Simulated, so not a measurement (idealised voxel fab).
You're looking at the process module voxel capacitor over wiring.
Section cut is 265 nm wide and gridded with 5 nm square cells.
Throughout this document, each cross-section is represented as a grid of square cells and is presented as a sequence of bands enumerated from the top downward, where a band comprises one or more rows of cells. Band: top and bottom heights (nm) first, top before bottom; then materials from left to right, widths in nm. "all across" marks a sole material filling the band edge to edge. "blank" denotes empty space. Height reference: 0 = level under which incoming wafer is all one material. Lowest band: no bottom, runs on downward, e.g. "top 0, no bottom". Width: "30 to 40" (first number = top row, second number = bottom row, same change from row to row of cells). Basically "everything unchanged" means that step didn't change any cell in the cross-section. In "Voids, fully enclosed" the enclosed voids are listed, meaning empty spaces of 8 cells or larger without any opening to the top. The form is width x height at distance, distance from the left edge, units nm. It should be noted that, on the line of a given step, the content following the step's settings is a remark produced by the simulator itself with respect to that step. overlay nm: how far to the right of its planned place the mask lay on this masked step (negative: to the left).

Process steps - plan
1. RECEIVE | material Si
2. CONFORMAL_DEP | material SiO2 | thk nm 5
3. CONFORMAL_DEP | material SiCN | thk nm 5
4. DIRECTIONAL_DEP | material lowk | thk nm 20
5. DIRECTIONAL_DEP | material aC | thk nm 10
6. PATTERN | tone open | mask id METAL_1 | material resist | width nm 30 | pitch nm 80 | thk nm 25 | overlay nm 0
7. DIRECTIONAL_ETCH | etch materials aC | depth nm 10
8. STRIP | etch materials resist
9. DIRECTIONAL_ETCH | etch materials lowk | depth nm 20
10. DIRECTIONAL_ETCH | etch materials SiCN | depth nm 5
11. STRIP | etch materials aC
12. CONFORMAL_DEP | material TiN | thk nm 5
13. FILL_DEP | material Ru | thk nm 10
14. CMP | height nm 40
15. EPI | material Ru | thk nm 5
16. FILL_DEP | material SiCN | thk nm 5
17. DIRECTIONAL_DEP | material SiO2 | thk nm 20
18. DIRECTIONAL_DEP | material aC | thk nm 10
19. PATTERN | tone open | mask id PLUG_1 | material resist | width nm 15 | thk nm 25 | overlay nm 0
20. DIRECTIONAL_ETCH | etch materials aC | depth nm 10
21. STRIP | etch materials resist
22. DIRECTIONAL_ETCH | etch materials SiO2 | depth nm 20
23. DIRECTIONAL_ETCH | etch materials SiCN | depth nm 5
24. STRIP | etch materials aC
25. CONFORMAL_DEP | material TiN | thk nm 5
26. FILL_DEP | material Cu | thk nm 5
27. CMP | height nm 70
28. DIRECTIONAL_DEP | material TiN | thk nm 5
29. DIRECTIONAL_DEP | material SiN | thk nm 5
30. DIRECTIONAL_DEP | material TiN | thk nm 5
31. DIRECTIONAL_DEP | material aC | thk nm 15
32. PATTERN | tone cover | mask id UPPER_PLATE | material resist | width nm 55 | thk nm 30 | overlay nm 0
33. DIRECTIONAL_ETCH | etch materials aC | depth nm 15
34. STRIP | etch materials resist
35. DIRECTIONAL_ETCH | etch materials TiN | depth nm 5
36. DIRECTIONAL_ETCH | etch materials SiN | depth nm 5
37. STRIP | etch materials aC
38. MASKED_ETCH | tone cover | mask id LOWER_PLATE | width nm 65 | etch materials TiN | depth nm 5 | overlay nm 0
39. FILL_DEP | material SiO2 | thk nm 15
40. CMP | height nm 95
41. MASKED_ETCH | tone open | mask id PLUG_2 | width nm 15 | etch materials SiO2 | depth nm 10 | overlay nm 0
42. CONFORMAL_DEP | material TiN | thk nm 5
43. FILL_DEP | material Cu | thk nm 5
44. CMP | height nm 95
45. CONFORMAL_DEP | material SiCN | thk nm 5
Where the wafers of this document differ is in the thk nm of step 2; they start out the same, and the plan states the value that applied to the first wafer.

Cross-section of the first of several wafers on receipt, reflecting completion of step 1
    top 0, no bottom  Si all across
    Voids, fully enclosed: none

So in this table every wafer gets its own row, and what you see is where it stands at the end of the module: for each material, how many cells it picked up (+) or gave up (-) since we received it, and after that its closed voids
thk nm 5 | +5 Cu | +146 Ru | +144 SiCN | +11 SiN | +477 SiO2 | +113 TiN | +164 lowk | Voids, fully enclosed: none
thk nm 10 | +5 Cu | +93 Ru | +144 SiCN | +11 SiN | +530 SiO2 | +113 TiN | +164 lowk | Voids, fully enclosed: none
thk nm 15 | +5 Cu | +48 Ru | +181 SiCN | +11 SiN | +583 SiO2 | +68 TiN | +164 lowk | Voids, fully enclosed: none
thk nm 20 | +5 Cu | +40 Ru | +181 SiCN | +11 SiN | +636 SiO2 | +64 TiN | +123 lowk | Voids, fully enclosed: none
thk nm 25 | +5 Cu | +32 Ru | +181 SiCN | +11 SiN | +689 SiO2 | +60 TiN | +82 lowk | Voids, fully enclosed: none
thk nm 30 | +5 Cu | +24 Ru | +181 SiCN | +11 SiN | +742 SiO2 | +56 TiN | +41 lowk | Voids, fully enclosed: none
